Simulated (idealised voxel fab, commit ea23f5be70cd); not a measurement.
process module | voxel gate over fins
cross-section cut | 270 nm wide | cells 5 nm
A cross-section is a grid of square cells, given in bands from the top down. A band is one or more rows of cells.
Each band's line starts with the height of the band's top and of its bottom, in nm. Then come its materials from left to right, each with its width in nm. One material with "throughout" fills the band from edge to edge. "air" is empty space.
Height 0 is the level under which the wafer as received is all one material. The lowest band goes on downwards, as in "0 down".
A width such as "30 to 40" changes by the same amount from each row of cells to the next, from the band's top row to its bottom row.
"no change" after a step means that no cell of the cross-section changed.
closed voids: empty space of 8 cells or more with no open way to the top, each as width x height at its distance from the left edge, in nm
after a step's settings: what the simulator itself notes on the step
overlay nm, on a step with a mask: how far to the right of its planned place the mask lay; to the left if negative
plan
1 op RECEIVE | material Si
2 op CONFORMAL_DEP | material SiN | thk nm 5
3 op DIRECTIONAL_DEP | material aC | thk nm 10
4 op PATTERN | tone cover | mask id FINS | material resist | width nm 15 | pitch nm 50 | thk nm 30 | overlay nm 0
5 op DIRECTIONAL_ETCH | etch materials aC | depth nm 10
6 op STRIP | etch materials resist
7 op DIRECTIONAL_ETCH | etch materials SiN | depth nm 5
8 op DIRECTIONAL_ETCH | etch materials Si | depth nm 40
9 op STRIP | etch materials aC
10 op FILL_DEP | material SiO2 | thk nm 5
11 op CMP | height nm 5
12 op PATTERN | tone open | mask id RAIL | material resist | width nm 15 | thk nm 20 | overlay nm 0
13 op DIRECTIONAL_ETCH | etch materials SiO2 | depth nm 40
14 op STRIP | etch materials resist
15 op CONFORMAL_DEP | material TiN | thk nm 5
16 op FILL_DEP | material W | thk nm 5
17 op CMP | height nm 5
18 op SELECTIVE_ETCH | etch materials W Ru TiN | depth nm 20
19 op FILL_DEP | material SiO2 | thk nm 5
20 op CMP | height nm 5
21 op SELECTIVE_ETCH | etch materials SiO2 | depth nm 15
22 op STRIP | etch materials SiN
23 op CONFORMAL_DEP | material HfO2 | thk nm 5
24 op CONFORMAL_DEP | material TiN | thk nm 5
25 op FILL_DEP | material W | thk nm 10
26 op CMP | height nm 15
27 op CONFORMAL_DEP | material SiCN | thk nm 5
varied across the wafers: width nm of step 4. The plan shows the first wafer's value. All wafers start alike
first wafer as received, after step 1
  0 down: Si throughout
  closed voids: none
first wafer at the end, after step 27
  20 to 15: SiCN throughout
  15 to 10: W throughout
  10 to 5: W 90 | TiN 35 | W 15 | TiN 35 | W 95
  5 to 0: W 90 | TiN 5 | HfO2 25 | TiN 5 | W 15 | TiN 5 | HfO2 25 | TiN 5 | W 95
  0 to -5: TiN 95 | HfO2 5 | Si 15 | HfO2 5 | TiN 25 | HfO2 5 | Si 15 | HfO2 5 | TiN 100
  -5 to -10: HfO2 100 | Si 15 | HfO2 35 | Si 15 | HfO2 105
  -10 to -15: SiO2 100 | Si 15 | SiO2 35 | Si 15 | SiO2 105
  -15 to -30: SiO2 100 | Si 15 | SiO2 10 | TiN 5 | W 5 | TiN 5 | SiO2 10 | Si 15 | SiO2 105
  -30 to -35: SiO2 100 | Si 15 | SiO2 10 | TiN 15 | SiO2 10 | Si 15 | SiO2 105
  -35 to -40: SiO2 100 | Si 15 | SiO2 35 | Si 15 | SiO2 105
  -40 down: Si throughout
  closed voids: none
last wafer at the end
  20 to 15: SiCN throughout
  15 to 10: W throughout
  10 to 5: W 85 | TiN 100 | W 85
  5 to 0: W 85 | TiN 5 | HfO2 40 | TiN 10 | HfO2 40 | TiN 5 | W 85
  0 to -5: TiN 90 | HfO2 5 | Si 30 | HfO2 5 | TiN 10 | HfO2 5 | Si 30 | HfO2 5 | TiN 90
  -5 to -10: HfO2 95 | Si 30 | HfO2 20 | Si 30 | HfO2 95
  -10 to -15: SiO2 95 | Si 30 | SiO2 20 | Si 30 | SiO2 95
  -15 to -30: SiO2 95 | Si 30 | TiN 5 | W 5 | TiN 5 | SiO2 5 | Si 30 | SiO2 95
  -30 to -35: SiO2 95 | Si 30 | TiN 15 | SiO2 5 | Si 30 | SiO2 95
  -35 to -40: SiO2 95 | Si 30 | SiO2 20 | Si 30 | SiO2 95
  -40 down: Si throughout
  closed voids: none
each wafer at the end: cells of each material gained (+) or lost (-) since it was received, then its closed voids
width nm 15 | +62 HfO2 | -384 Si | +54 SiCN | +276 SiO2 | +71 TiN | +137 W | closed voids: none
width nm 20 | +62 HfO2 | -368 Si | +54 SiCN | +264 SiO2 | +71 TiN | +133 W | closed voids: none
width nm 25 | +62 HfO2 | -352 Si | +54 SiCN | +252 SiO2 | +71 TiN | +129 W | closed voids: none
width nm 30 | +62 HfO2 | -336 Si | +54 SiCN | +240 SiO2 | +71 TiN | +125 W | closed voids: none
